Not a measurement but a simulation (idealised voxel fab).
This section sets out a process module, namely voxel transistor to metal.
FYI the section here is cut, 155 nm wide, cells are 5 nm squares.
A cross-section is a grid of square cells, given in bands from the top down. A band is one or more rows of cells.
Heights first: top, then bottom, in nm. Then materials, left to right, each with a width in nm. "full width" on a single material: fills the band edge to edge. "empty": empty space.
The reference from which all heights are counted is 0, the level beneath which the as-received wafer is entirely one material; the lowest band, having no lower bound, proceeds downward and is written after the example "from 0 down".
So if you see something like "30 to 40" for the width, read it as the top row of the band sitting at the first number and the bottom row at the second, with every row in between moving by the same amount as the last.
What does "nothing got changed" mean for a step? It means no cell of the cross-section changed in that step.
Under "Cavities, sealed" you'll find the enclosed gaps, the ones with no way out to the top, that are 8 cells or bigger; each reads width x height at distance, with distance counted from the left edge, everything in nm.
What comes after the settings on a step's line is commentary from the simulator itself on that step.
You can add "overlay nm" to a step's line. For a step with a mask, it describes how far the mask lay to the right of its planned position, and a negative number describes a lay to the left.
Set out below are the planned steps of the process
1: RECEIVE,material Si
2: OXIDIZE,depth nm 5
3: CONFORMAL_DEP,material SiN,thk nm 15
4: DIRECTIONAL_DEP,material aC,thk nm 10
5: PATTERN,tone cover,mask id ACTIVE,material resist,width nm 105,thk nm 25,overlay nm 0
6: DIRECTIONAL_ETCH,etch materials aC,depth nm 10
7: STRIP,etch materials resist
8: DIRECTIONAL_ETCH,etch materials SiN,depth nm 15
9: DIRECTIONAL_ETCH,etch materials SiO2,depth nm 5
10: DIRECTIONAL_ETCH,etch materials Si,depth nm 30
11: STRIP,etch materials aC
12: OXIDIZE,depth nm 5
13: FILL_DEP,material SiO2,thk nm 15
14: CMP,height nm 15
15: SELECTIVE_ETCH,etch materials SiO2,depth nm 15
16: STRIP,etch materials SiN
17: SELECTIVE_ETCH,etch materials SiO2,depth nm 5
18: OXIDIZE,depth nm 5
19: DIRECTIONAL_DEP,material polySi,thk nm 25
20: DIRECTIONAL_DEP,material SiCN,thk nm 10
21: PATTERN,tone cover,mask id GATE,material resist,width nm 15,thk nm 15,overlay nm 0
22: DIRECTIONAL_ETCH,etch materials SiCN,depth nm 20
23: DIRECTIONAL_ETCH,etch materials polySi,depth nm 35
24: STRIP,etch materials resist
25: CONFORMAL_DEP,material SiN,thk nm 10
26: DIRECTIONAL_ETCH,etch materials SiN,depth nm 10
27: DIRECTIONAL_ETCH,etch materials SiO2,depth nm 5
28: EPI,material nSi,thk nm 5
29: FILL_DEP,material SiO2,thk nm 10
30: CMP,height nm 30
31: DIRECTIONAL_DEP,material SiO2,thk nm 10
32: PATTERN,tone open,mask id CONTACT,material resist,width nm 30,pitch nm 55,thk nm 20,overlay nm 0
33: DIRECTIONAL_ETCH,etch materials SiO2,depth nm 45
34: STRIP,etch materials resist
35: CONFORMAL_DEP,material TiN,thk nm 5
36: FILL_DEP,material Ru,thk nm 5
37: CMP,height nm 40
38: DIRECTIONAL_DEP,material TiN,thk nm 5
39: DIRECTIONAL_DEP,material Ru,thk nm 15
40: PATTERN,tone cover,mask id METAL_1,material resist,width nm 20,pitch nm 65,thk nm 15,overlay nm 0
41: DIRECTIONAL_ETCH,etch materials Ru,depth nm 15
42: DIRECTIONAL_ETCH,etch materials TiN,depth nm 5
43: STRIP,etch materials resist
44: CONFORMAL_DEP,material SiN,thk nm 5
45: FILL_DEP,material SiO2,thk nm 5
46: CMP,height nm 60
47: CONFORMAL_DEP,material SiCN,thk nm 5
48: DIRECTIONAL_DEP,material SiO2,thk nm 35
49: DIRECTIONAL_DEP,material aC,thk nm 10
50: PATTERN,tone open,mask id METAL_2_HOLES,material resist,width nm 15,pitch nm 65,thk nm 30,overlay nm 0
51: DIRECTIONAL_ETCH,etch materials aC,depth nm 10
52: STRIP,etch materials resist
53: DIRECTIONAL_ETCH,etch materials SiO2,depth nm 35
54: STRIP,etch materials aC
55: DIRECTIONAL_DEP,material aC,thk nm 15
56: PATTERN,tone open,mask id METAL_2,material resist,width nm 20,pitch nm 65,thk nm 35,overlay nm 0
57: DIRECTIONAL_ETCH,etch materials aC,depth nm 15
58: STRIP,etch materials resist
59: DIRECTIONAL_ETCH,etch materials SiO2,depth nm 20
60: DIRECTIONAL_ETCH,etch materials SiCN,depth nm 5
61: STRIP,etch materials aC
62: CONFORMAL_DEP,material TiN,thk nm 5
63: FILL_DEP,material Ru,thk nm 5
64: CMP,height nm 100
65: CONFORMAL_DEP,material SiN,thk nm 5
So this is the incoming wafer in cross-section - it's already been through step 1
	from 0 down  Si full width
	Cavities, sealed: none
The following cross-section depicts the wafer upon conclusion of the module. Processing commenced from the starting condition illustrated above and adhered to the plan illustrated above, save for one mistake in execution
	from 105 to 100  SiN full width
	from 100 to 85  35 SiO2; 5 TiN; 10 Ru; 5 TiN; 45 SiO2; 5 TiN; 10 Ru; 5 TiN; 35 SiO2
	from 85 to 80  35 SiO2; 5 TiN; 5 Ru; 10 TiN; 45 SiO2; 5 TiN; 5 Ru; 10 TiN; 35 SiO2
	from 80 to 65  35 SiO2; 5 TiN; 5 Ru; 5 TiN; 50 SiO2; 5 TiN; 5 Ru; 5 TiN; 40 SiO2
	from 65 to 60  35 SiCN; 15 TiN; 50 SiCN; 15 TiN; 40 SiCN
	from 60 to 45  SiN full width
	from 45 to 40  TiN full width
	from 40 to 30  35 SiO2; 5 TiN; 20 to 15 Ru; 5 to 10 TiN; 25 SiO2; 5 to 10 TiN; 20 to 15 Ru; 5 TiN; 35 SiO2
	from 30 to 20  35 SiO2; 5 TiN; 15 Ru; 5 TiN; 10 SiN; 15 SiCN; 10 SiN; 5 TiN; 15 Ru; 5 TiN; 35 SiO2
	from 20 to 0  35 SiO2; 5 TiN; 15 Ru; 5 TiN; 10 SiN; 15 polySi; 10 SiN; 5 TiN; 15 Ru; 5 TiN; 35 SiO2
	from 0 to -5  35 SiO2; 25 TiN; 10 SiN; 15 polySi; 10 SiN; 25 TiN; 35 SiO2
	from -5 to -10  25 SiO2; 35 nSi; 35 SiO2; 35 nSi; 25 SiO2
	from -10 to -40  30 SiO2; 95 Si; 30 SiO2
	from -40 down  Si full width
	Cavities, sealed: none
What was the processing mistake? rather than as planned, step 39 actually ran as DIRECTIONAL_DEP,material SiN,thk nm 15
